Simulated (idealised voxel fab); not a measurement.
Process module heading - voxel released beams
Displayed cross-section: cut, width of 290 nm, square cells sized 5 nm.
Reading order for cross-sections: top band down to bottom band. Underlying form: a grid of square cells. Band size: one or more rows of cells. First you get the band's top height and its bottom height, in nm, and then the materials it's made of, left to right, with each width in nm. If you see a single material with "edge to edge", that one covers the band edge to edge. "blank" is empty space. The level at which height equals 0 is the one under which the wafer, as it arrives, is entirely one material. No lower edge exists for the bottom band, which continues downward and is notated as in "from 0 down". Read "30 to 40" as a graded width: first number on top, second number at the bottom, same change between each pair of neighbouring rows. You'll sometimes find "same as before" written for a step, and that's the way of saying that nowhere in the cross-section did a cell change during that step. The entry titled "Cavities, sealed" provides the empty spaces that have no open way to the top, restricted to those of 8 cells or more. Each is presented as width x height at distance, the distance being measured from the left edge, with all three in nm. Anything after a step's settings on that line? It's the simulator's own note about the step. Among the settings permitted on a step's line is "overlay nm"; applied to a step with a mask, it specifies the extent to which the mask lay to the right of its planned position, whereas a negative figure signifies a position to the left.

### These are the steps we planned for the process
- 1: RECEIVE (material Si)
- 2: CONFORMAL_DEP (material SiN; thk nm 10)
- 3: DIRECTIONAL_DEP (material SiO2; thk nm 20)
- 4: MASKED_ETCH (tone open; mask id ANCHOR; width nm 35; etch materials SiO2; depth nm 20; overlay nm 0)
- 5: CONFORMAL_DEP (material polySi; thk nm 10)
- 6: MASKED_ETCH (tone cover; mask id BEAM; width nm 90; etch materials polySi; depth nm 10; overlay nm 0)
- 7: STRIP (etch materials SiO2)

### So this is the incoming wafer in cross-section - it's already been through step 1
* from 0 down  Si edge to edge
* Cavities, sealed: none

### The following cross-section depicts the wafer upon conclusion of the module. Processing commenced from the starting condition illustrated above and adhered to the plan illustrated above, save for one mistake in execution
* from 40 to 30  blank 95 | polySi 10 | blank 25 | polySi 55 | blank 105
* from 30 to 20  blank 95 | polySi 10 | blank 25 | polySi 10 | blank 150
* from 20 to 10  blank 95 | polySi 45 | blank 150
* from 10 to 0  SiN edge to edge
* from 0 down  Si edge to edge
* Cavities, sealed: none
So what did we get wrong on this run? step 4 ran as: MASKED_ETCH (tone open; mask id ANCHOR; width nm 45; etch materials SiO2; depth nm 20; overlay nm 0)
